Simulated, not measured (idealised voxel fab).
This section sets out a process module, namely voxel self aligned vias.
Cross-sectional view cut (width: 240 nm; square cell size: 5 nm).
A cross-section is a grid of square cells, given in bands from the top down. A band is one or more rows of cells.
In this notation a band is specified by the heights of its top and bottom, in that order and in nm, after which its materials appear from left to right, each paired with its width in nm. The word "everywhere" attached to a single material means that material fills the band from edge to edge; the word "blank" stands for empty space.
Where do heights start? At 0: under that level the wafer as delivered is made of one material only. And the lowest band has no floor; it just carries on downward, as in "z 0 and below".
Width "30->40": first value at the band's top row of cells, second value at its bottom row, equal change from row to row.
Key: "left unchanged" - step with no changed cell in the cross-section.
Listed in "Trapped voids": every empty space of 8 or more cells without an open way to the top. Form: width x height at distance, the distance being from the left edge, all in nm.
Note: text after step settings on the step line = simulator remark on that step.
You can add "overlay nm" to a step's line. For a step with a mask, it describes how far the mask lay to the right of its planned position, and a negative number describes a lay to the left.

-- Steps in the process plan
1) RECEIVE,material Si
2) CONFORMAL_DEP,material SiO2,thk nm 15
3) CONFORMAL_DEP,material SiCN,thk nm 5
4) DIRECTIONAL_DEP,material lowk,thk nm 25
5) MASKED_ETCH,tone open,mask id LINES,width nm 30,pitch nm 65,etch materials lowk,depth nm 25,overlay nm 0
6) CONFORMAL_DEP,material TiN,thk nm 5
7) FILL_DEP,material W,thk nm 10
8) CMP,height nm 45
9) SELECTIVE_ETCH,etch materials W Ru TiN,depth nm 10
10) FILL_DEP,material SiN,thk nm 5
11) CMP,height nm 45
12) DIRECTIONAL_DEP,material lowk,thk nm 20
13) PATTERN,tone open,mask id VIAS,material resist,width nm 40,pitch nm 65,thk nm 15,overlay nm 0
14) DIRECTIONAL_ETCH,etch materials lowk,depth nm 20
15) DIRECTIONAL_ETCH,etch materials SiN,depth nm 10
16) STRIP,etch materials resist
17) CONFORMAL_DEP,material TiN,thk nm 5
18) FILL_DEP,material Cu,thk nm 5
19) CMP,height nm 65
20) CONFORMAL_DEP,material SiCN,thk nm 5

-- Received-state cross-section, reflecting completion of step 1
> z 0 and below: Si everywhere
> Trapped voids: none

-- Looking at the first of two wafers in cross-section at end of module - ran to plan
> z 70 to 65: SiCN everywhere
> z 65 to 50: 35 nm lowk / 5 nm TiN / 30 nm Cu / 5 nm TiN / 25 nm lowk / 5 nm TiN / 30 nm Cu / 5 nm TiN / 25 nm lowk / 5 nm TiN / 30 nm Cu / 5 nm TiN / 35 nm lowk
> z 50 to 40: 35->40 nm lowk / 10->5 nm TiN / 20 nm Cu / 10->5 nm TiN / 25->35 nm lowk / 10->5 nm TiN / 20 nm Cu / 10->5 nm TiN / 25->35 nm lowk / 10->5 nm TiN / 20 nm Cu / 10->5 nm TiN / 35->40 nm lowk
> z 40 to 35: 40 nm lowk / 30 nm TiN / 35 nm lowk / 30 nm TiN / 35 nm lowk / 30 nm TiN / 40 nm lowk
> z 35 to 25: 40 nm lowk / 5 nm TiN / 20 nm W / 5 nm TiN / 35 nm lowk / 5 nm TiN / 20 nm W / 5 nm TiN / 35 nm lowk / 5 nm TiN / 20 nm W / 5 nm TiN / 40 nm lowk
> z 25 to 20: 40 nm lowk / 30 nm TiN / 35 nm lowk / 30 nm TiN / 35 nm lowk / 30 nm TiN / 40 nm lowk
> z 20 to 15: SiCN everywhere
> z 15 to 0: SiO2 everywhere
> z 0 and below: Si everywhere
> Trapped voids: none

-- Wafer two cross-section, module end. Start and plan unchanged from wafer one; one mistake made during the run
> z 70 to 65: SiCN everywhere
> z 65 to 40: 35 nm lowk / 5 nm TiN / 30 nm Cu / 5 nm TiN / 25 nm lowk / 5 nm TiN / 30 nm Cu / 5 nm TiN / 25 nm lowk / 5 nm TiN / 30 nm Cu / 5 nm TiN / 35 nm lowk
> z 40 to 35: 35 nm lowk / 40 nm TiN / 25 nm lowk / 40 nm TiN / 25 nm lowk / 40 nm TiN / 35 nm lowk
> z 35 to 25: 35 nm lowk / 10 nm TiN / 20 nm W / 10 nm TiN / 25 nm lowk / 10 nm TiN / 20 nm W / 10 nm TiN / 25 nm lowk / 10 nm TiN / 20 nm W / 10 nm TiN / 35 nm lowk
> z 25 to 20: 40 nm lowk / 30 nm TiN / 35 nm lowk / 30 nm TiN / 35 nm lowk / 30 nm TiN / 40 nm lowk
> z 20 to 15: SiCN everywhere
> z 15 to 0: SiO2 everywhere
> z 0 and below: Si everywhere
> Trapped voids: none
The mistake made against the process plan was this: yeah, plan step 14 got run twice
Upon completion, the second wafer contains, in terms of cells, a greater or smaller amount of certain materials than the first wafer: Cu: 12 more | TiN: 12 more | lowk: 24 fewer
